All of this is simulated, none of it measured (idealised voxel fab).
Process module under the name voxel gate over fins
The width of the displayed cross-section, cut, is 170 nm; its cells are square, with a size of 5 nm.
Cross-section, as written here: a square-cell grid given band by band from the top down, where a band holds one or more rows of cells. Read a band's entry like this: the first values are the height of its top and the height of its bottom in nm, and what follows is the sequence of materials from left to right, each with its width in nm. Note that "blank" is empty space, and that a single material marked "all across" reaches across the band from edge to edge. Beneath 0, the wafer as received is one material, and that level is where height counting begins. The lowest band goes on downward without a bottom; it is written like "from 0 down". Width spec "30 to 40" -> top row of cells at first value, bottom row at second value, equal per-row change in between. No cell of the cross-section changed in a step that is given as "remains unaltered". In "Enclosed void catalog" the enclosed voids are listed, meaning empty spaces of 8 cells or larger without any opening to the top. The form is width x height at distance, distance from the left edge, units nm. What comes after the settings on a step's line is commentary from the simulator itself on that step. Each step line may optionally specify "overlay nm", which for a step with a mask gives the rightward distance between the mask's planned place and where it lay, a negative value indicating the leftward direction.

List of planned process steps:
- 1: RECEIVE with material Si
- 2: CONFORMAL_DEP with material SiN, thk nm 10
- 3: DIRECTIONAL_DEP with material aC, thk nm 10
- 4: PATTERN with tone cover, mask id FINS, material resist, width nm 15, pitch nm 60, thk nm 30, overlay nm 0
- 5: DIRECTIONAL_ETCH with etch materials aC, depth nm 10
- 6: STRIP with etch materials resist
- 7: DIRECTIONAL_ETCH with etch materials SiN, depth nm 10
- 8: DIRECTIONAL_ETCH with etch materials Si, depth nm 35
- 9: STRIP with etch materials aC
- 10: OXIDIZE with depth nm 5
- 11: FILL_DEP with material SiO2, thk nm 5
- 12: CMP with height nm 10
- 13: DIRECTIONAL_DEP with material aC, thk nm 15
- 14: PATTERN with tone open, mask id RAIL, material resist, width nm 15, thk nm 30, overlay nm 0
- 15: DIRECTIONAL_ETCH with etch materials aC, depth nm 15
- 16: STRIP with etch materials resist
- 17: DIRECTIONAL_ETCH with etch materials SiO2, depth nm 40
- 18: STRIP with etch materials aC
- 19: CONFORMAL_DEP with material TiN, thk nm 5
- 20: FILL_DEP with material Ru, thk nm 10
- 21: CMP with height nm 10
- 22: SELECTIVE_ETCH with etch materials W Ru TiN, depth nm 30
- 23: FILL_DEP with material SiO2, thk nm 5
- 24: CMP with height nm 10
- 25: SELECTIVE_ETCH with etch materials SiO2, depth nm 25
- 26: STRIP with etch materials SiN
- 27: CONFORMAL_DEP with material HfO2, thk nm 5
- 28: CONFORMAL_DEP with material TiN, thk nm 5
- 29: CONFORMAL_DEP with material TiAl, thk nm 5
- 30: CONFORMAL_DEP with material TiN, thk nm 5
- 31: FILL_DEP with material W, thk nm 15
- 32: CMP with height nm 30
- 33: CONFORMAL_DEP with material SiCN, thk nm 5

Wafer cross-section on receipt, i.e. after step 1:
* from 0 down | Si all across
* Enclosed void catalog: none

Here's the cross-section of the first of our two wafers at the end of the module - it ran as planned:
* from 35 to 30 | SiCN all across
* from 30 to 20 | W all across
* from 20 to 15 | 30 nm W / 45 nm TiN / 15 nm W / 45 nm TiN / 35 nm W
* from 15 to 10 | 30 nm W / 5 nm TiN / 35 nm TiAl / 5 nm TiN / 15 nm W / 5 nm TiN / 35 nm TiAl / 5 nm TiN / 35 nm W
* from 10 to 5 | 30 nm W / 5 nm TiN / 5 nm TiAl / 25 nm TiN / 5 nm TiAl / 5 nm TiN / 15 nm W / 5 nm TiN / 5 nm TiAl / 25 nm TiN / 5 nm TiAl / 5 nm TiN / 35 nm W
* from 5 to 0 | 35 nm TiN / 5 nm TiAl / 5 nm TiN / 15 nm HfO2 / 5 nm TiN / 5 nm TiAl / 25 nm TiN / 5 nm TiAl / 5 nm TiN / 15 nm HfO2 / 5 nm TiN / 5 nm TiAl / 40 nm TiN
* from 0 to -5 | 40 nm TiAl / 5 nm TiN / 5 nm HfO2 / 5 nm Si / 5 nm HfO2 / 5 nm TiN / 35 nm TiAl / 5 nm TiN / 5 nm HfO2 / 5 nm Si / 5 nm HfO2 / 5 nm TiN / 45 nm TiAl
* from -5 to -10 | 45 nm TiN / 5 nm HfO2 / 5 nm Si / 5 nm HfO2 / 45 nm TiN / 5 nm HfO2 / 5 nm Si / 5 nm HfO2 / 50 nm TiN
* from -10 to -15 | 50 nm HfO2 / 5 nm Si / 55 nm HfO2 / 5 nm Si / 55 nm HfO2
* from -15 to -20 | 50 nm SiO2 / 5 nm Si / 55 nm SiO2 / 5 nm Si / 55 nm SiO2
* from -20 to -25 | 50 nm SiO2 / 5 nm Si / 20 nm SiO2 / 5 nm TiN / 5 nm Ru / 5 nm TiN / 20 nm SiO2 / 5 nm Si / 55 nm SiO2
* from -25 to -30 | 50 nm SiO2 / 5 nm Si / 20 nm SiO2 / 15 nm TiN / 20 nm SiO2 / 5 nm Si / 55 nm SiO2
* from -30 to -40 | 50 nm SiO2 / 5 nm Si / 55 nm SiO2 / 5 nm Si / 55 nm SiO2
* from -40 down | Si all across
* Enclosed void catalog: none

Second wafer cross-section at end of module - shared start and plan with the first, one mistake in the run:
* from 35 to 30 | SiCN all across
* from 30 to 15 | TiN all across
* from 15 to 10 | 35 nm TiN / 35 nm TiAl / 25 nm TiN / 35 nm TiAl / 40 nm TiN
* from 10 to 5 | 35 nm TiN / 5 nm TiAl / 25 nm TiN / 5 nm TiAl / 25 nm TiN / 5 nm TiAl / 25 nm TiN / 5 nm TiAl / 40 nm TiN
* from 5 to 0 | 35 nm TiN / 5 nm TiAl / 5 nm TiN / 15 nm HfO2 / 5 nm TiN / 5 nm TiAl / 25 nm TiN / 5 nm TiAl / 5 nm TiN / 15 nm HfO2 / 5 nm TiN / 5 nm TiAl / 40 nm TiN
* from 0 to -5 | 40 nm TiAl / 5 nm TiN / 5 nm HfO2 / 5 nm Si / 5 nm HfO2 / 5 nm TiN / 35 nm TiAl / 5 nm TiN / 5 nm HfO2 / 5 nm Si / 5 nm HfO2 / 5 nm TiN / 45 nm TiAl
* from -5 to -10 | 45 nm TiN / 5 nm HfO2 / 5 nm Si / 5 nm HfO2 / 45 nm TiN / 5 nm HfO2 / 5 nm Si / 5 nm HfO2 / 50 nm TiN
* from -10 to -15 | 50 nm HfO2 / 5 nm Si / 55 nm HfO2 / 5 nm Si / 55 nm HfO2
* from -15 to -20 | 50 nm SiO2 / 5 nm Si / 55 nm SiO2 / 5 nm Si / 55 nm SiO2
* from -20 to -25 | 50 nm SiO2 / 5 nm Si / 20 nm SiO2 / 5 nm TiN / 5 nm Ru / 5 nm TiN / 20 nm SiO2 / 5 nm Si / 55 nm SiO2
* from -25 to -30 | 50 nm SiO2 / 5 nm Si / 20 nm SiO2 / 15 nm TiN / 20 nm SiO2 / 5 nm Si / 55 nm SiO2
* from -30 to -40 | 50 nm SiO2 / 5 nm Si / 55 nm SiO2 / 5 nm Si / 55 nm SiO2
* from -40 down | Si all across
* Enclosed void catalog: none
In executing the process, a mistake was made relative to the plan: rather than as planned, step 31 actually ran as FILL_DEP with material TiN, thk nm 15
Count the cells at the end and the second wafer has more or fewer of some materials than the first: 116 more of TiN; 116 fewer of W
